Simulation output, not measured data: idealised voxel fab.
Proc. module: voxel transistor to metal
Displayed cross-section: cut, width of 200 nm, square cells sized 5 nm.
For the purposes of this document, a cross-section shall be understood as a grid of square cells, specified as bands listed in top-to-bottom order, each band consisting of one or more rows of cells.
Per band: top height and bottom height in nm, followed by the left-to-right materials and their widths in nm; "full width" marks a single material spanning edge to edge, "air" marks empty space.
Zero point of the height axis is 0; under it, received wafer = one material. Lowest band: continues down indefinitely, "z 0 and below".
Per-row width for "30..40": begins at first number (top row of band), ends at second number (bottom row), increment between rows held constant.
For the purposes of this document, the phrase "remains unaltered" attached to a step denotes that no cell within the cross-section was modified by that step.
Under "Closed void table" you'll find the enclosed gaps, the ones with no way out to the top, that are 8 cells or bigger; each reads width x height at distance, with distance counted from the left edge, everything in nm.
Note: text after step settings on the step line = simulator remark on that step.
Among the settings permitted on a step's line is "overlay nm"; applied to a step with a mask, it specifies the extent to which the mask lay to the right of its planned position, whereas a negative figure signifies a position to the left.

## The planned process steps are enumerated hereunder
1,RECEIVE: material Si
2,CONFORMAL_DEP: material SiO2, thk nm 5
3,CONFORMAL_DEP: material SiN, thk nm 15
4,MASKED_ETCH: tone cover, mask id ACTIVE, width nm 115, etch materials SiN, depth nm 15, overlay nm 0
5,MASKED_ETCH: tone cover, mask id ACTIVE, width nm 115, etch materials SiO2, depth nm 5, overlay nm 0
6,MASKED_ETCH: tone cover, mask id ACTIVE, width nm 115, etch materials Si, depth nm 20, overlay nm 0
7,FILL_DEP: material SiO2, thk nm 15
8,CMP: height nm 20
9,SELECTIVE_ETCH: etch materials SiO2, depth nm 10
10,STRIP: etch materials SiN
11,SELECTIVE_ETCH: etch materials SiO2, depth nm 5
12,OXIDIZE: depth nm 5
13,DIRECTIONAL_DEP: material polySi, thk nm 25
14,DIRECTIONAL_DEP: material SiCN, thk nm 10
15,MASKED_ETCH: tone cover, mask id GATE, width nm 25, etch materials SiCN, depth nm 20, overlay nm 0
16,MASKED_ETCH: tone cover, mask id GATE, width nm 25, etch materials polySi, depth nm 35, overlay nm 0
17,CONFORMAL_DEP: material SiN, thk nm 10
18,DIRECTIONAL_ETCH: etch materials SiN, depth nm 10
19,DIRECTIONAL_ETCH: etch materials SiO2, depth nm 5
20,EPI: material SiGe, thk nm 5
21,FILL_DEP: material SiO2, thk nm 5
22,CMP: height nm 35
23,DIRECTIONAL_DEP: material SiO2, thk nm 10
24,PATTERN: tone open, mask id CONTACT, material resist, width nm 20, pitch nm 85, thk nm 15, overlay nm 0
25,DIRECTIONAL_ETCH: etch materials SiO2, depth nm 45
26,STRIP: etch materials resist
27,CONFORMAL_DEP: material TiN, thk nm 5
28,FILL_DEP: material W, thk nm 10
29,CMP: height nm 45
30,DIRECTIONAL_DEP: material TiN, thk nm 5
31,DIRECTIONAL_DEP: material Ru, thk nm 20
32,DIRECTIONAL_DEP: material aC, thk nm 10
33,PATTERN: tone cover, mask id METAL_1, material resist, width nm 20, pitch nm 85, thk nm 25, overlay nm 0
34,DIRECTIONAL_ETCH: etch materials aC, depth nm 10
35,STRIP: etch materials resist
36,DIRECTIONAL_ETCH: etch materials Ru, depth nm 20
37,DIRECTIONAL_ETCH: etch materials TiN, depth nm 5
38,STRIP: etch materials aC
39,CONFORMAL_DEP: material SiN, thk nm 5
40,FILL_DEP: material SiO2, thk nm 5
41,CMP: height nm 70
42,CONFORMAL_DEP: material SiCN, thk nm 5

## Run as planned: first of two wafers

## Cross-sectional view of the wafer in its as-received condition, corresponding to the state after step 1
- z 0 and below = Si full width
- Closed void table: none

## The following cross-section depicts the wafer upon completion of step 2
- z 5 to 0 = SiO2 full width
- Note: structure below 0 unchanged.

## The following cross-section depicts the wafer upon completion of step 3
- z 20 to 5 = SiN full width
- Note: structure below 5 unchanged.

## The following cross-section depicts the wafer upon completion of step 4
- z 20 to 5 = 40 of air  115 of SiN  45 of air
- Note: structure below 5 unchanged.

## The following cross-section depicts the wafer upon completion of step 5
- z 20 to 5 = 40 of air  115 of SiN  45 of air
- z 5 to 0 = 40 of air  115 of SiO2  45 of air
- Note: structure below 0 unchanged.

## The following cross-section depicts the wafer upon completion of step 6
- z 20 to 5 = 40 of air  115 of SiN  45 of air
- z 5 to 0 = 40 of air  115 of SiO2  45 of air
- z 0 to -20 = 40 of air  115 of Si  45 of air
- Note: structure below -20 unchanged.

## The following cross-section depicts the wafer upon completion of step 7
- z 35 to 20 = SiO2 full width
- z 20 to 5 = 40 of SiO2  115 of SiN  45 of SiO2
- z 5 to 0 = SiO2 full width
- z 0 to -20 = 40 of SiO2  115 of Si  45 of SiO2
- Note: structure below -20 unchanged.

## The following cross-section depicts the wafer upon completion of step 8
- z 20 to 5 = 40 of SiO2  115 of SiN  45 of SiO2
- Note: structure below 5 unchanged.

## The following cross-section depicts the wafer upon completion of step 9
- z 20 to 10 = 40 of air  115 of SiN  45 of air
- Note: structure below 10 unchanged.

## The following cross-section depicts the wafer upon completion of step 10
- z 10 to 5 = 40 of SiO2  115 of air  45 of SiO2
- Note: structure below 5 unchanged.

## The following cross-section depicts the wafer upon completion of step 11
- z 5 to 0 = 35 of SiO2  125 of air  40 of SiO2
- Note: structure below 0 unchanged.

## The following cross-section depicts the wafer upon completion of step 12
- z 5 to 0 = 35 of SiO2  125 of air  40 of SiO2
- z 0 to -5 = SiO2 full width
- Note: structure below -5 unchanged.

## The following cross-section depicts the wafer upon completion of step 13
- z 30 to 25 = 35 of polySi  125 of air  40 of polySi
- z 25 to 5 = polySi full width
- z 5 to 0 = 35 of SiO2  125 of polySi  40 of SiO2
- Note: structure below 0 unchanged.

## The following cross-section depicts the wafer upon completion of step 14
- z 40 to 35 = 35 of SiCN  125 of air  40 of SiCN
- z 35 to 30 = SiCN full width
- z 30 to 25 = 35 of polySi  125 of SiCN  40 of polySi
- Note: structure below 25 unchanged.

## The following cross-section depicts the wafer upon completion of step 15
- z 35 to 30 = 85 of air  25 of SiCN  90 of air
- z 30 to 25 = 35 of polySi  50 of air  25 of SiCN  50 of air  40 of polySi
- Note: structure below 25 unchanged.

## The following cross-section depicts the wafer upon completion of step 16
- z 35 to 25 = 85 of air  25 of SiCN  90 of air
- z 25 to 5 = 85 of air  25 of polySi  90 of air
- z 5 to 0 = 35 of SiO2  50 of air  25 of polySi  50 of air  40 of SiO2
- Note: structure below 0 unchanged.

## The following cross-section depicts the wafer upon completion of step 17
- z 45 to 35 = 75 of air  45 of SiN  80 of air
- z 35 to 25 = 75 of air  10 of SiN  25 of SiCN  10 of SiN  80 of air
- z 25 to 15 = 75 of air  10 of SiN  25 of polySi  10 of SiN  80 of air
- z 15 to 10 = 45 of SiN  30 of air  10 of SiN  25 of polySi  10 of SiN  30 of air  50 of SiN
- z 10 to 5 = 85 of SiN  25 of polySi  90 of SiN
- z 5 to 0 = 35 of SiO2  50 of SiN  25 of polySi  50 of SiN  40 of SiO2
- Note: structure below 0 unchanged.

## The following cross-section depicts the wafer upon completion of step 18
- z 35 to 25 = 75 of air  10 of SiN  25 of SiCN  10 of SiN  80 of air
- z 25 to 5 = 75 of air  10 of SiN  25 of polySi  10 of SiN  80 of air
- z 5 to 0 = 35 of SiO2  10 of SiN  30 of air  10 of SiN  25 of polySi  10 of SiN  30 of air  10 of SiN  40 of SiO2
- Note: structure below 0 unchanged.

## The following cross-section depicts the wafer upon completion of step 19
- z 35 to 25 = 75 of air  10 of SiN  25 of SiCN  10 of SiN  80 of air
- z 25 to 5 = 75 of air  10 of SiN  25 of polySi  10 of SiN  80 of air
- z 5 to 0 = 35 of air  10 of SiN  30 of air  10 of SiN  25 of polySi  10 of SiN  30 of air  10 of SiN  40 of air
- z 0 to -5 = 45 of SiO2  30 of air  45 of SiO2  30 of air  50 of SiO2
- Note: structure below -5 unchanged.

## The following cross-section depicts the wafer upon completion of step 20
- z 35 to 25 = 75 of air  10 of SiN  25 of SiCN  10 of SiN  80 of air
- z 25 to 5 = 75 of air  10 of SiN  25 of polySi  10 of SiN  80 of air
- z 5 to 0 = 35 of air  10 of SiN  30 of air  10 of SiN  25 of polySi  10 of SiN  30 of air  10 of SiN  40 of air
- z 0 to -5 = 45 of SiO2  30 of SiGe  45 of SiO2  30 of SiGe  50 of SiO2
- Note: structure below -5 unchanged.

## The following cross-section depicts the wafer upon completion of step 21
- z 40 to 35 = SiO2 full width
- z 35 to 25 = 75 of SiO2  10 of SiN  25 of SiCN  10 of SiN  80 of SiO2
- z 25 to 5 = 75 of SiO2  10 of SiN  25 of polySi  10 of SiN  80 of SiO2
- z 5 to 0 = 35 of SiO2  10 of SiN  30 of SiO2  10 of SiN  25 of polySi  10 of SiN  30 of SiO2  10 of SiN  40 of SiO2
- Note: structure below 0 unchanged.

## The following cross-section depicts the wafer upon completion of step 22
- z 35 to 25 = 75 of SiO2  10 of SiN  25 of SiCN  10 of SiN  80 of SiO2
- Note: structure below 25 unchanged.

## The following cross-section depicts the wafer upon completion of step 23
- z 45 to 35 = SiO2 full width
- Note: structure below 35 unchanged.

## The following cross-section depicts the wafer upon completion of step 24
- z 60 to 45 = 45 of resist  20 of air  65 of resist  20 of air  50 of resist
- Note: structure below 45 unchanged.

## The following cross-section depicts the wafer upon completion of step 25
- z 60 to 45 = 45 of resist  20 of air  65 of resist  20 of air  50 of resist
- z 45 to 35 = 45 of SiO2  20 of air  65 of SiO2  20 of air  50 of SiO2
- z 35 to 25 = 45 of SiO2  20 of air  10 of SiO2  10 of SiN  25 of SiCN  10 of SiN  10 of SiO2  20 of air  50 of SiO2
- z 25 to 5 = 45 of SiO2  20 of air  10 of SiO2  10 of SiN  25 of polySi  10 of SiN  10 of SiO2  20 of air  50 of SiO2
- z 5 to 0 = 35 of SiO2  10 of SiN  20 of air  10 of SiO2  10 of SiN  25 of polySi  10 of SiN  10 of SiO2  20 of air  10 of SiN  40 of SiO2
- Note: structure below 0 unchanged.

## The following cross-section depicts the wafer upon completion of step 26
- z 45 to 35 = 45 of SiO2  20 of air  65 of SiO2  20 of air  50 of SiO2
- Note: structure below 35 unchanged.

## The following cross-section depicts the wafer upon completion of step 27
- z 50 to 45 = 50 of TiN  10 of air  75 of TiN  10 of air  55 of TiN
- z 45 to 35 = 45 of SiO2  5 of TiN  10 of air  5 of TiN  65 of SiO2  5 of TiN  10 of air  5 of TiN  50 of SiO2
- z 35 to 25 = 45 of SiO2  5 of TiN  10 of air  5 of TiN  10 of SiO2  10 of SiN  25 of SiCN  10 of SiN  10 of SiO2  5 of TiN  10 of air  5 of TiN  50 of SiO2
- z 25 to 5 = 45 of SiO2  5 of TiN  10 of air  5 of TiN  10 of SiO2  10 of SiN  25 of polySi  10 of SiN  10 of SiO2  5 of TiN  10 of air  5 of TiN  50 of SiO2
- z 5 to 0 = 35 of SiO2  10 of SiN  20 of TiN  10 of SiO2  10 of SiN  25 of polySi  10 of SiN  10 of SiO2  20 of TiN  10 of SiN  40 of SiO2
- Note: structure below 0 unchanged.

## The following cross-section depicts the wafer upon completion of step 28
- z 60 to 50 = W full width
- z 50 to 45 = 50 of TiN  10 of W  75 of TiN  10 of W  55 of TiN
- z 45 to 35 = 45 of SiO2  5 of TiN  10 of W  5 of TiN  65 of SiO2  5 of TiN  10 of W  5 of TiN  50 of SiO2
- z 35 to 25 = 45 of SiO2  5 of TiN  10 of W  5 of TiN  10 of SiO2  10 of SiN  25 of SiCN  10 of SiN  10 of SiO2  5 of TiN  10 of W  5 of TiN  50 of SiO2
- z 25 to 5 = 45 of SiO2  5 of TiN  10 of W  5 of TiN  10 of SiO2  10 of SiN  25 of polySi  10 of SiN  10 of SiO2  5 of TiN  10 of W  5 of TiN  50 of SiO2
- Note: structure below 5 unchanged.

## The following cross-section depicts the wafer upon completion of step 29
- z 45 to 35 = 45 of SiO2  5 of TiN  10 of W  5 of TiN  65 of SiO2  5 of TiN  10 of W  5 of TiN  50 of SiO2
- Note: structure below 35 unchanged.

## The following cross-section depicts the wafer upon completion of step 30
- z 50 to 45 = TiN full width
- Note: structure below 45 unchanged.

## The following cross-section depicts the wafer upon completion of step 31
- z 70 to 50 = Ru full width
- Note: structure below 50 unchanged.

## The following cross-section depicts the wafer upon completion of step 32
- z 80 to 70 = aC full width
- Note: structure below 70 unchanged.

## The following cross-section depicts the wafer upon completion of step 33
- z 105 to 80 = 45 of air  20 of resist  65 of air  20 of resist  50 of air
- Note: structure below 80 unchanged.

## The following cross-section depicts the wafer upon completion of step 34
- z 95 to 80 = 45 of air  20 of resist  65 of air  20 of resist  50 of air
- z 80 to 70 = 45 of air  20 of aC  65 of air  20 of aC  50 of air
- Note: structure below 70 unchanged.

## The following cross-section depicts the wafer upon completion of step 35
- z 80 to 70 = 45 of air  20 of aC  65 of air  20 of aC  50 of air
- Note: structure below 70 unchanged.

## The following cross-section depicts the wafer upon completion of step 36
- z 80 to 70 = 45 of air  20 of aC  65 of air  20 of aC  50 of air
- z 70 to 50 = 45 of air  20 of Ru  65 of air  20 of Ru  50 of air
- Note: structure below 50 unchanged.

## The following cross-section depicts the wafer upon completion of step 37
- z 80 to 70 = 45 of air  20 of aC  65 of air  20 of aC  50 of air
- z 70 to 50 = 45 of air  20 of Ru  65 of air  20 of Ru  50 of air
- z 50 to 45 = 45 of air  20 of TiN  65 of air  20 of TiN  50 of air
- Note: structure below 45 unchanged.

## The following cross-section depicts the wafer upon completion of step 38
- z 70 to 50 = 45 of air  20 of Ru  65 of air  20 of Ru  50 of air
- Note: structure below 50 unchanged.

## The following cross-section depicts the wafer upon completion of step 39
- z 75 to 70 = 40 of air  30 of SiN  55 of air  30 of SiN  45 of air
- z 70 to 50 = 40 of air  5 of SiN  20 of Ru  5 of SiN  55 of air  5 of SiN  20 of Ru  5 of SiN  45 of air
- z 50 to 45 = 45 of SiN  20 of TiN  65 of SiN  20 of TiN  50 of SiN
- Note: structure below 45 unchanged.

## The following cross-section depicts the wafer upon completion of step 40
- z 80 to 75 = SiO2 full width
- z 75 to 70 = 40 of SiO2  30 of SiN  55 of SiO2  30 of SiN  45 of SiO2
- z 70 to 50 = 40 of SiO2  5 of SiN  20 of Ru  5 of SiN  55 of SiO2  5 of SiN  20 of Ru  5 of SiN  45 of SiO2
- Note: structure below 50 unchanged.

## The following cross-section depicts the wafer upon completion of step 41
- z 70 to 50 = 40 of SiO2  5 of SiN  20 of Ru  5 of SiN  55 of SiO2  5 of SiN  20 of Ru  5 of SiN  45 of SiO2
- Note: structure below 50 unchanged.

## The following cross-section depicts the wafer upon completion of step 42
- z 75 to 70 = SiCN full width
- Note: structure below 70 unchanged.

## The Second Wafer: Common Origin and Plan, One Mistake in Execution, Identical to the First Through Step 14

## Second wafer, cut view, end of step 15 per plan
- z 35 to 30 = 90 of air  15 of SiCN  95 of air
- z 30 to 25 = 35 of polySi  55 of air  15 of SiCN  55 of air  40 of polySi
- Note: structure below 25 unchanged.

## Second wafer, cut view, end of step 16 per plan
- z 35 to 25 = 90 of air  15 of SiCN  95 of air
- z 25 to 5 = 85 of air  25 of polySi  90 of air
- z 5 to 0 = 35 of SiO2  50 of air  25 of polySi  50 of air  40 of SiO2
- Note: structure below 0 unchanged.

## Second wafer, cut view, end of step 17 per plan
- z 45 to 35 = 80 of air  35 of SiN  85 of air
- z 35 to 25 = 75 of air  15 of SiN  15 of SiCN  15 of SiN  80 of air
- z 25 to 15 = 75 of air  10 of SiN  25 of polySi  10 of SiN  80 of air
- z 15 to 10 = 45 of SiN  30 of air  10 of SiN  25 of polySi  10 of SiN  30 of air  50 of SiN
- z 10 to 5 = 85 of SiN  25 of polySi  90 of SiN
- z 5 to 0 = 35 of SiO2  50 of SiN  25 of polySi  50 of SiN  40 of SiO2
- Note: structure below 0 unchanged.

## Second wafer, cut view, end of step 18 per plan
- z 35 to 25 = 80 of air  10 of SiN  15 of SiCN  10 of SiN  85 of air
- z 25 to 5 = 75 of air  10 of SiN  25 of polySi  10 of SiN  80 of air
- z 5 to 0 = 35 of SiO2  10 of SiN  30 of air  10 of SiN  25 of polySi  10 of SiN  30 of air  10 of SiN  40 of SiO2
- Note: structure below 0 unchanged.

## Second wafer, cut view, end of step 19 per plan
- z 35 to 25 = 80 of air  10 of SiN  15 of SiCN  10 of SiN  85 of air
- z 25 to 5 = 75 of air  10 of SiN  25 of polySi  10 of SiN  80 of air
- z 5 to 0 = 35 of air  10 of SiN  30 of air  10 of SiN  25 of polySi  10 of SiN  30 of air  10 of SiN  40 of air
- z 0 to -5 = 45 of SiO2  30 of air  45 of SiO2  30 of air  50 of SiO2
- Note: structure below -5 unchanged.

## Second wafer, cut view, end of step 20 per plan
- z 35 to 25 = 80 of air  10 of SiN  15 of SiCN  10 of SiN  85 of air
- z 25 to 5 = 75 of air  10 of SiN  25 of polySi  10 of SiN  80 of air
- z 5 to 0 = 35 of air  10 of SiN  30 of air  10 of SiN  25 of polySi  10 of SiN  30 of air  10 of SiN  40 of air
- z 0 to -5 = 45 of SiO2  30 of SiGe  45 of SiO2  30 of SiGe  50 of SiO2
- Note: structure below -5 unchanged.

## Second wafer, cut view, end of step 21 per plan
- z 40 to 35 = SiO2 full width
- z 35 to 25 = 80 of SiO2  10 of SiN  15 of SiCN  10 of SiN  85 of SiO2
- z 25 to 5 = 75 of SiO2  10 of SiN  25 of polySi  10 of SiN  80 of SiO2
- z 5 to 0 = 35 of SiO2  10 of SiN  30 of SiO2  10 of SiN  25 of polySi  10 of SiN  30 of SiO2  10 of SiN  40 of SiO2
- Note: structure below 0 unchanged.

## Second wafer, cut view, end of step 22 per plan
- z 35 to 25 = 80 of SiO2  10 of SiN  15 of SiCN  10 of SiN  85 of SiO2
- Note: structure below 25 unchanged.

## Second wafer, cut view, end of step 23 per plan
- z 45 to 35 = SiO2 full width
- Note: structure below 35 unchanged.

## Second wafer, cut view, end of step 24 per plan
- z 60 to 45 = 45 of resist  20 of air  65 of resist  20 of air  50 of resist
- Note: structure below 45 unchanged.

## Second wafer, cut view, end of step 25 per plan
- z 60 to 45 = 45 of resist  20 of air  65 of resist  20 of air  50 of resist
- z 45 to 35 = 45 of SiO2  20 of air  65 of SiO2  20 of air  50 of SiO2
- z 35 to 25 = 45 of SiO2  20 of air  15 of SiO2  10 of SiN  15 of SiCN  10 of SiN  15 of SiO2  20 of air  50 of SiO2
- z 25 to 5 = 45 of SiO2  20 of air  10 of SiO2  10 of SiN  25 of polySi  10 of SiN  10 of SiO2  20 of air  50 of SiO2
- z 5 to 0 = 35 of SiO2  10 of SiN  20 of air  10 of SiO2  10 of SiN  25 of polySi  10 of SiN  10 of SiO2  20 of air  10 of SiN  40 of SiO2
- Note: structure below 0 unchanged.

## Second wafer, cut view, end of step 26 per plan
- z 45 to 35 = 45 of SiO2  20 of air  65 of SiO2  20 of air  50 of SiO2
- Note: structure below 35 unchanged.

## Second wafer, cut view, end of step 27 per plan
- z 50 to 45 = 50 of TiN  10 of air  75 of TiN  10 of air  55 of TiN
- z 45 to 35 = 45 of SiO2  5 of TiN  10 of air  5 of TiN  65 of SiO2  5 of TiN  10 of air  5 of TiN  50 of SiO2
- z 35 to 25 = 45 of SiO2  5 of TiN  10 of air  5 of TiN  15 of SiO2  10 of SiN  15 of SiCN  10 of SiN  15 of SiO2  5 of TiN  10 of air  5 of TiN  50 of SiO2
- z 25 to 5 = 45 of SiO2  5 of TiN  10 of air  5 of TiN  10 of SiO2  10 of SiN  25 of polySi  10 of SiN  10 of SiO2  5 of TiN  10 of air  5 of TiN  50 of SiO2
- z 5 to 0 = 35 of SiO2  10 of SiN  20 of TiN  10 of SiO2  10 of SiN  25 of polySi  10 of SiN  10 of SiO2  20 of TiN  10 of SiN  40 of SiO2
- Note: structure below 0 unchanged.

## Second wafer, cut view, end of step 28 per plan
- z 60 to 50 = W full width
- z 50 to 45 = 50 of TiN  10 of W  75 of TiN  10 of W  55 of TiN
- z 45 to 35 = 45 of SiO2  5 of TiN  10 of W  5 of TiN  65 of SiO2  5 of TiN  10 of W  5 of TiN  50 of SiO2
- z 35 to 25 = 45 of SiO2  5 of TiN  10 of W  5 of TiN  15 of SiO2  10 of SiN  15 of SiCN  10 of SiN  15 of SiO2  5 of TiN  10 of W  5 of TiN  50 of SiO2
- z 25 to 5 = 45 of SiO2  5 of TiN  10 of W  5 of TiN  10 of SiO2  10 of SiN  25 of polySi  10 of SiN  10 of SiO2  5 of TiN  10 of W  5 of TiN  50 of SiO2
- Note: structure below 5 unchanged.

## Second wafer, cut view, end of step 29 per plan
- z 45 to 35 = 45 of SiO2  5 of TiN  10 of W  5 of TiN  65 of SiO2  5 of TiN  10 of W  5 of TiN  50 of SiO2
- Note: structure below 35 unchanged.

## Second wafer, cut view, end of step 30 per plan
- z 50 to 45 = TiN full width
- Note: structure below 45 unchanged.

## Second wafer, cut view, end of step 31 per plan
- z 70 to 50 = Ru full width
- Note: structure below 50 unchanged.

## Second wafer, cut view, end of step 32 per plan
- z 80 to 70 = aC full width
- Note: structure below 70 unchanged.

## Second wafer, cut view, end of step 33 per plan
- z 105 to 80 = 45 of air  20 of resist  65 of air  20 of resist  50 of air
- Note: structure below 80 unchanged.

## Second wafer, cut view, end of step 34 per plan
- z 95 to 80 = 45 of air  20 of resist  65 of air  20 of resist  50 of air
- z 80 to 70 = 45 of air  20 of aC  65 of air  20 of aC  50 of air
- Note: structure below 70 unchanged.

## Second wafer, cut view, end of step 35 per plan
- z 80 to 70 = 45 of air  20 of aC  65 of air  20 of aC  50 of air
- Note: structure below 70 unchanged.

## Second wafer, cut view, end of step 36 per plan
- z 80 to 70 = 45 of air  20 of aC  65 of air  20 of aC  50 of air
- z 70 to 50 = 45 of air  20 of Ru  65 of air  20 of Ru  50 of air
- Note: structure below 50 unchanged.

## Second wafer, cut view, end of step 37 per plan
- z 80 to 70 = 45 of air  20 of aC  65 of air  20 of aC  50 of air
- z 70 to 50 = 45 of air  20 of Ru  65 of air  20 of Ru  50 of air
- z 50 to 45 = 45 of air  20 of TiN  65 of air  20 of TiN  50 of air
- Note: structure below 45 unchanged.

## Second wafer, cut view, end of step 38 per plan
- z 70 to 50 = 45 of air  20 of Ru  65 of air  20 of Ru  50 of air
- Note: structure below 50 unchanged.

## Second wafer, cut view, end of step 39 per plan
- z 75 to 70 = 40 of air  30 of SiN  55 of air  30 of SiN  45 of air
- z 70 to 50 = 40 of air  5 of SiN  20 of Ru  5 of SiN  55 of air  5 of SiN  20 of Ru  5 of SiN  45 of air
- z 50 to 45 = 45 of SiN  20 of TiN  65 of SiN  20 of TiN  50 of SiN
- Note: structure below 45 unchanged.

## Second wafer, cut view, end of step 40 per plan
- z 80 to 75 = SiO2 full width
- z 75 to 70 = 40 of SiO2  30 of SiN  55 of SiO2  30 of SiN  45 of SiO2
- z 70 to 50 = 40 of SiO2  5 of SiN  20 of Ru  5 of SiN  55 of SiO2  5 of SiN  20 of Ru  5 of SiN  45 of SiO2
- Note: structure below 50 unchanged.

## Second wafer, cut view, end of step 41 per plan
- z 70 to 50 = 40 of SiO2  5 of SiN  20 of Ru  5 of SiN  55 of SiO2  5 of SiN  20 of Ru  5 of SiN  45 of SiO2
- Note: structure below 50 unchanged.

## Second wafer, cut view, end of step 42 per plan
- z 75 to 70 = SiCN full width
- Note: structure below 70 unchanged.
Heads up, the wafer didn't run the way we planned it: step 15, actual vs plan mismatch, actual run MASKED_ETCH: tone cover, mask id GATE, width nm 15, etch materials SiCN, depth nm 20, overlay nm 0
The closing comparison, in cells, has the second wafer with more or fewer of some materials than the first: SiCN: 4 fewer; SiO2: 4 more
